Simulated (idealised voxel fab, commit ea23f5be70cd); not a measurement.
The process module presented herein is designated voxel fin reveal.
Xsec cut, 215 nm wide, square cell size 5 nm.
Square cells in a grid make up a cross-section in this document, and the grid is given as bands, listed from the top down, each one or more rows of cells. Top height, bottom height, nm. Materials left to right, width each, nm. Single material + "edge to edge" = fills band edge to edge. "blank" = empty. Heights are expressed relative to 0, this being the level below which the as-received wafer comprises one material exclusively. The lowest band is unbounded in the downward direction and is denoted as in "0 nm and below". Width: "30 to 40" (first number = top row, second number = bottom row, same change from row to row of cells). "no modifications" after a step means that no cell of the cross-section changed. "Enclosed cavities" contains a list of empty spaces, each no smaller than 8 cells and without an open way to the top, written in the form width x height at distance with the distance from the left edge and all three in nm. On each step's line, the part that comes after the settings is the simulator's own comment on the step. The setting "overlay nm" may be written on the line of a step. When the step uses a mask, the value reports how far to the right of the planned place the mask lay, and a negative value reports that it lay to the left.

[Here's what the planned process steps look like]
step 1: RECEIVE: material Si
step 2: CONFORMAL_DEP: material SiN, thk nm 10
step 3: DIRECTIONAL_DEP: material aC, thk nm 10
step 4: PATTERN: tone cover, mask id FINS, material resist, width nm 15, pitch nm 40, thk nm 25, overlay nm -15
step 5: DIRECTIONAL_ETCH: etch materials aC, depth nm 10
step 6: STRIP: etch materials resist
step 7: DIRECTIONAL_ETCH: etch materials SiN, depth nm 10
step 8: DIRECTIONAL_ETCH: etch materials Si, depth nm 30
step 9: STRIP: etch materials aC
step 10: OXIDIZE: depth nm 5
step 11: FILL_DEP: material SiO2, thk nm 10
step 12: CMP: height nm 10
step 13: SELECTIVE_ETCH: etch materials SiO2, depth nm 25
step 14: STRIP: etch materials SiN
All wafers enter the flow in the same state. The overlay nm at step 4 differs from wafer to wafer, and the plan gives the value for the first wafer.

[As received, i.e. after step 1: cross-section through the first of several wafers]
  0 nm and below: Si edge to edge
  Enclosed cavities: none

[Every row in this table is a wafer at the end of the module, and it gives, for each of the materials, the cells that wafer has gained (+) or lost (-) since it was received, then its closed voids]
overlay nm -15, -280 Si, +160 SiO2, Enclosed cavities: none
overlay nm -10, -280 Si, +160 SiO2, Enclosed cavities: none
overlay nm -5, -280 Si, +160 SiO2, Enclosed cavities: none
overlay nm 0, -280 Si, +160 SiO2, Enclosed cavities: none
overlay nm 5, -280 Si, +160 SiO2, Enclosed cavities: none
overlay nm 10, -280 Si, +160 SiO2, Enclosed cavities: none
overlay nm 15, -280 Si, +160 SiO2, Enclosed cavities: none
